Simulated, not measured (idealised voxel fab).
The following is a process module called voxel ribs on slabs.
Section cut is 255 nm wide and gridded with 5 nm square cells.
If you're reading a cross-section in this doc, picture square cells in a grid; it comes to you as bands, top ones listed first down to the bottom, and a band can be one or more rows of cells. A band entry consists of two parts. The first gives the height of the band's top and the height of its bottom, in nm. The rest lists the band's materials from left to right, each with its width in nm. A single material labelled with the word "full width" fills the band from edge to edge, and the word "empty" marks empty space. A quick word on heights: they are counted from 0, and under that level the wafer as it came to us is one material throughout. The lowest band is different from the rest in having no bottom; it simply continues downward, written as in "0 -> down". The notation "30->40" denotes a width that varies across the rows of cells in the band, beginning at the first number in the top row, finishing at the second number in the bottom row, and changing by an identical amount from each row to the next. Key: "all unchanged" - step with no changed cell in the cross-section. Voids not open to the top, 8 cells minimum: see "Sealed internal cavities". Written width x height at distance; distance is from the left edge; nm. Whatever follows a step's settings on its line is a remark the simulator itself makes about that step. "overlay nm" on a masked step: distance the mask lay right of its planned place, negative for left.

-- Steps planned for the process
| 1 | RECEIVE with material Si |
| 2 | DIRECTIONAL_DEP with material SiO2, thk nm 30 |
| 3 | DIRECTIONAL_DEP with material polySi, thk nm 15 |
| 4 | MASKED_ETCH with tone cover, mask id RIB, width nm 15, etch materials polySi, depth nm 10, overlay nm 0 |
| 5 | DIRECTIONAL_DEP with material aC, thk nm 10 |
| 6 | PATTERN with tone cover, mask id SLAB, material resist, width nm 80, thk nm 25, overlay nm 0 |
| 7 | DIRECTIONAL_ETCH with etch materials aC, depth nm 10 |
| 8 | STRIP with etch materials resist |
| 9 | DIRECTIONAL_ETCH with etch materials polySi, depth nm 5 |
| 10 | STRIP with etch materials aC |
| 11 | FILL_DEP with material SiO2, thk nm 20 |
| 12 | CMP with height nm 60 |
| 13 | DIRECTIONAL_DEP with material W, thk nm 10 |
| 14 | DIRECTIONAL_DEP with material aC, thk nm 15 |
| 15 | PATTERN with tone cover, mask id HEATER, material resist, width nm 30, thk nm 30, overlay nm 0 |
| 16 | DIRECTIONAL_ETCH with etch materials aC, depth nm 15 |
| 17 | STRIP with etch materials resist |
| 18 | DIRECTIONAL_ETCH with etch materials W, depth nm 10 |
| 19 | STRIP with etch materials aC |
| 20 | CONFORMAL_DEP with material SiO2, thk nm 10 |
Be aware that, although all wafers share a common starting state, the width nm at step 4 differs among them, and the plan displays the first wafer's value.

-- First of several wafers (as received, post step 1), cross-sectional view
  0 -> down | Si full width
  Sealed internal cavities: none

-- Here is how to read the rows: every wafer has a row, and it shows the wafer at the end of the module, giving for each material how many cells were gained (+) or lost (-) since the wafer was received, then listing its closed voids
width nm 15; +700 SiO2; +12 W; +22 polySi; Sealed internal cavities: none
width nm 20; +698 SiO2; +12 W; +24 polySi; Sealed internal cavities: none
width nm 25; +696 SiO2; +12 W; +26 polySi; Sealed internal cavities: none
width nm 30; +694 SiO2; +12 W; +28 polySi; Sealed internal cavities: none
width nm 35; +692 SiO2; +12 W; +30 polySi; Sealed internal cavities: none
